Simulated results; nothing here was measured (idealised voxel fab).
The following is a process module called voxel ribs on slabs.
Section shown: cut. Width: 200 nm. Cell size: 5 nm, square.
Throughout this document, each cross-section is represented as a grid of square cells and is presented as a sequence of bands enumerated from the top downward, where a band comprises one or more rows of cells.
Look at the band entry: it leads with the top's height and the bottom's height in nm. Then it lists the materials left to right, with a width in nm for each. The word "full width" on a single material says that material fills the band edge to edge. The word "blank" is empty space.
It should be noted that heights are counted from 0, beneath which the wafer as supplied is of one material throughout, and that the lowest band possesses no lower boundary but continues downward, as written in "0 -> down".
Top row gets the first number, bottom row gets the second, and each row in between changes by the same step: that is how a band width like "30..40" works.
"nothing different", as given for a step, is the statement that not any cell of the cross-section underwent a change during that step.
"Enclosed void listing": sealed empty spaces, 8 cells or more, no open way to top, listed width x height at distance, with distance from the left edge and width, height and distance in nm.
Anything after a step's settings on that line? It's the simulator's own note about the step.
On any step carrying a mask, the "overlay nm" setting, if present on the step's line, tells how far right of its planned place the mask lay; negative values point to the left.
[These are the steps we planned for the process]
step 1: RECEIVE [material Si]
step 2: DIRECTIONAL_DEP [material SiO2] [thk nm 25]
step 3: DIRECTIONAL_DEP [material SiN] [thk nm 20]
step 4: DIRECTIONAL_DEP [material aC] [thk nm 10]
step 5: PATTERN [tone cover] [mask id RIB] [material resist] [width nm 20] [thk nm 30] [overlay nm 0]
step 6: DIRECTIONAL_ETCH [etch materials aC] [depth nm 10]
step 7: STRIP [etch materials resist]
step 8: DIRECTIONAL_ETCH [etch materials SiN] [depth nm 10]
step 9: STRIP [etch materials aC]
step 10: PATTERN [tone cover] [mask id SLAB] [material resist] [width nm 80] [thk nm 15] [overlay nm 0]
step 11: DIRECTIONAL_ETCH [etch materials SiN] [depth nm 10]
step 12: STRIP [etch materials resist]
step 13: FILL_DEP [material SiO2] [thk nm 25]
step 14: CMP [height nm 65]
step 15: DIRECTIONAL_DEP [material W] [thk nm 10]
step 16: PATTERN [tone cover] [mask id HEATER] [material resist] [width nm 30] [thk nm 20] [overlay nm 0]
step 17: DIRECTIONAL_ETCH [etch materials W] [depth nm 10]
step 18: STRIP [etch materials resist]
step 19: CONFORMAL_DEP [material SiN] [thk nm 5]
[The following pertains to the first of two wafers, which was processed as planned]
[This is the cross-section of the wafer as we received it, i.e. after step 1]
	0 -> down = Si full width
	Enclosed void listing: none
[So this is the wafer cross-section right after step 2]
	25 -> 0 = SiO2 full width
	Note: structure below 0 unchanged.
[So this is the wafer cross-section right after step 3]
	45 -> 25 = SiN full width
	Note: structure below 25 unchanged.
[So this is the wafer cross-section right after step 4]
	55 -> 45 = aC full width
	Note: structure below 45 unchanged.
[So this is the wafer cross-section right after step 5]
	85 -> 55 = blank=90 / resist=20 / blank=90
	Note: structure below 55 unchanged.
[So this is the wafer cross-section right after step 6]
	75 -> 55 = blank=90 / resist=20 / blank=90
	55 -> 45 = blank=90 / aC=20 / blank=90
	Note: structure below 45 unchanged.
[So this is the wafer cross-section right after step 7]
	55 -> 45 = blank=90 / aC=20 / blank=90
	Note: structure below 45 unchanged.
[So this is the wafer cross-section right after step 8]
	55 -> 45 = blank=90 / aC=20 / blank=90
	45 -> 35 = blank=90 / SiN=20 / blank=90
	Note: structure below 35 unchanged.
[So this is the wafer cross-section right after step 9]
	45 -> 35 = blank=90 / SiN=20 / blank=90
	Note: structure below 35 unchanged.
[So this is the wafer cross-section right after step 10]
	60 -> 45 = blank=60 / resist=80 / blank=60
	45 -> 35 = blank=60 / resist=30 / SiN=20 / resist=30 / blank=60
	Note: structure below 35 unchanged.
[So this is the wafer cross-section right after step 11]
	60 -> 45 = blank=60 / resist=80 / blank=60
	45 -> 35 = blank=60 / resist=30 / SiN=20 / resist=30 / blank=60
	35 -> 25 = blank=60 / SiN=80 / blank=60
	Note: structure below 25 unchanged.
[So this is the wafer cross-section right after step 12]
	45 -> 35 = blank=90 / SiN=20 / blank=90
	Note: structure below 35 unchanged.
[So this is the wafer cross-section right after step 13]
	70 -> 45 = SiO2 full width
	45 -> 35 = SiO2=90 / SiN=20 / SiO2=90
	35 -> 25 = SiO2=60 / SiN=80 / SiO2=60
	Note: structure below 25 unchanged.
[So this is the wafer cross-section right after step 14]
	65 -> 45 = SiO2 full width
	Note: structure below 45 unchanged.
[So this is the wafer cross-section right after step 15]
	75 -> 65 = W full width
	Note: structure below 65 unchanged.
[So this is the wafer cross-section right after step 16]
	95 -> 75 = blank=85 / resist=30 / blank=85
	Note: structure below 75 unchanged.
[So this is the wafer cross-section right after step 17]
	95 -> 75 = blank=85 / resist=30 / blank=85
	75 -> 65 = blank=85 / W=30 / blank=85
	Note: structure below 65 unchanged.
[So this is the wafer cross-section right after step 18]
	75 -> 65 = blank=85 / W=30 / blank=85
	Note: structure below 65 unchanged.
[So this is the wafer cross-section right after step 19]
	80 -> 75 = blank=80 / SiN=40 / blank=80
	75 -> 70 = blank=80 / SiN=5 / W=30 / SiN=5 / blank=80
	70 -> 65 = SiN=85 / W=30 / SiN=85
	Note: structure below 65 unchanged.
[Here the second wafer is described. Its start and its plan were those of the first wafer. Its run contained one mistake. Up to and including step 4, it did exactly what the first wafer did]
[Cross-section, second wafer, at the end time the plan gives for step 5]
	85 -> 55 = blank=80 / resist=20 / blank=100
	Note: structure below 55 unchanged.
[Cross-section, second wafer, at the end time the plan gives for step 6]
	75 -> 55 = blank=80 / resist=20 / blank=100
	55 -> 45 = blank=80 / aC=20 / blank=100
	Note: structure below 45 unchanged.
[Cross-section, second wafer, at the end time the plan gives for step 7]
	55 -> 45 = blank=80 / aC=20 / blank=100
	Note: structure below 45 unchanged.
[Cross-section, second wafer, at the end time the plan gives for step 8]
	55 -> 45 = blank=80 / aC=20 / blank=100
	45 -> 35 = blank=80 / SiN=20 / blank=100
	Note: structure below 35 unchanged.
[Cross-section, second wafer, at the end time the plan gives for step 9]
	45 -> 35 = blank=80 / SiN=20 / blank=100
	Note: structure below 35 unchanged.
[Cross-section, second wafer, at the end time the plan gives for step 10]
	60 -> 45 = blank=60 / resist=80 / blank=60
	45 -> 35 = blank=60 / resist=20 / SiN=20 / resist=40 / blank=60
	Note: structure below 35 unchanged.
[Cross-section, second wafer, at the end time the plan gives for step 11]
	60 -> 45 = blank=60 / resist=80 / blank=60
	45 -> 35 = blank=60 / resist=20 / SiN=20 / resist=40 / blank=60
	35 -> 25 = blank=60 / SiN=80 / blank=60
	Note: structure below 25 unchanged.
[Cross-section, second wafer, at the end time the plan gives for step 12]
	45 -> 35 = blank=80 / SiN=20 / blank=100
	Note: structure below 35 unchanged.
[Cross-section, second wafer, at the end time the plan gives for step 13]
	70 -> 45 = SiO2 full width
	45 -> 35 = SiO2=80 / SiN=20 / SiO2=100
	35 -> 25 = SiO2=60 / SiN=80 / SiO2=60
	Note: structure below 25 unchanged.
[Cross-section, second wafer, at the end time the plan gives for step 14]
	65 -> 45 = SiO2 full width
	Note: structure below 45 unchanged.
[Cross-section, second wafer, at the end time the plan gives for step 15]
	75 -> 65 = W full width
	Note: structure below 65 unchanged.
[Cross-section, second wafer, at the end time the plan gives for step 16]
	95 -> 75 = blank=85 / resist=30 / blank=85
	Note: structure below 75 unchanged.
[Cross-section, second wafer, at the end time the plan gives for step 17]
	95 -> 75 = blank=85 / resist=30 / blank=85
	75 -> 65 = blank=85 / W=30 / blank=85
	Note: structure below 65 unchanged.
[Cross-section, second wafer, at the end time the plan gives for step 18]
	75 -> 65 = blank=85 / W=30 / blank=85
	Note: structure below 65 unchanged.
[Cross-section, second wafer, at the end time the plan gives for step 19]
	80 -> 75 = blank=80 / SiN=40 / blank=80
	75 -> 70 = blank=80 / SiN=5 / W=30 / SiN=5 / blank=80
	70 -> 65 = SiN=85 / W=30 / SiN=85
	Note: structure below 65 unchanged.
Processing error: note that step 5 departed from the planned setting and was carried out as PATTERN [tone cover] [mask id RIB] [material resist] [width nm 20] [thk nm 30] [overlay nm -10]
Matching per-material cell counts, mismatched positions: that is how the second wafer compares with the first at the end.
